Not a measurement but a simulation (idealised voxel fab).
Process module heading - voxel spacer lines
The width of the displayed cross-section, cut, is 240 nm; its cells are square, with a size of 5 nm.
Cross-sections here: square-cell grids, written as top-down lists of bands, a band being one or more rows of cells. The band entry comprises the height of the band's top followed by the height of its bottom, expressed in nm, and subsequently the band's materials from left to right, each stated together with its width in nm. Where a single material is marked with the word "full width", that material fills the band from edge to edge. The word "blank" represents empty space. Counting heights begins at 0, where everything beneath is, in the wafer as received, one material. The lowest band has no bottom; it goes on downwards, as "0 -> down" shows. Width spec "30 to 40" -> top row of cells at first value, bottom row at second value, equal per-row change in between. Any step labelled "no modification" changed none of the cells in the cross-section. In "Enclosed void list" the enclosed voids are listed, meaning empty spaces of 8 cells or larger without any opening to the top. The form is width x height at distance, distance from the left edge, units nm. If you see something after the settings on a step's line, that's the simulator's own remark about that step. overlay nm: mask offset rightward from planned place, masked step; negative means leftward offset.
### Listed below are the process steps as planned
| 1 | op RECEIVE | material Si |
| 2 | op CONFORMAL_DEP | material SiO2 | thk nm 5 |
| 3 | op DIRECTIONAL_DEP | material TiN | thk nm 20 |
| 4 | op DIRECTIONAL_DEP | material aC | thk nm 20 |
| 5 | op PATTERN | tone cover | mask id MANDREL | material resist | width nm 20 | pitch nm 70 | thk nm 30 | overlay nm -15 |
| 6 | op DIRECTIONAL_ETCH | etch materials aC | depth nm 20 |
| 7 | op STRIP | etch materials resist |
| 8 | op CONFORMAL_DEP | material SiN | thk nm 15 |
| 9 | op DIRECTIONAL_ETCH | etch materials SiN | depth nm 15 |
| 10 | op STRIP | etch materials aC |
| 11 | op DIRECTIONAL_ETCH | etch materials TiN | depth nm 20 |
| 12 | op STRIP | etch materials SiN |
| 13 | op FILL_DEP | material SiO2 | thk nm 5 |
| 14 | op CMP | height nm 25 |
Keep in mind the plan's value for the overlay nm of step 5 comes from the first wafer; the wafers don't share that setting, but they do share the same starting point.
### The first of several wafers, as received after step 1, seen in section
0 -> down: Si full width
Enclosed void list: none
### The cross-section of the first of several wafers is given below for the end of the module, after its final step, step 14
25 -> 5: SiO2: 45 | TiN: 15 | SiO2: 20 | TiN: 15 | SiO2: 20 | TiN: 15 | SiO2: 20 | TiN: 15 | SiO2: 75
5 -> 0: SiO2 full width
0 -> down: Si full width
Enclosed void list: none
### Cross-section, module end, final of several wafers
25 -> 5: SiO2: 75 | TiN: 15 | SiO2: 20 | TiN: 15 | SiO2: 20 | TiN: 15 | SiO2: 20 | TiN: 15 | SiO2: 45
5 -> 0: SiO2 full width
0 -> down: Si full width
Enclosed void list: none
### So in this table every wafer gets its own row, and what you see is where it stands at the end of the module: for each material, how many cells it picked up (+) or gave up (-) since we received it, and after that its closed voids
overlay nm -15, +192 SiO2, +48 TiN, Enclosed void list: none
overlay nm -10, +192 SiO2, +48 TiN, Enclosed void list: none
overlay nm -5, +192 SiO2, +48 TiN, Enclosed void list: none
overlay nm 0, +192 SiO2, +48 TiN, Enclosed void list: none
overlay nm 5, +192 SiO2, +48 TiN, Enclosed void list: none
overlay nm 10, +192 SiO2, +48 TiN, Enclosed void list: none
overlay nm 15, +192 SiO2, +48 TiN, Enclosed void list: none
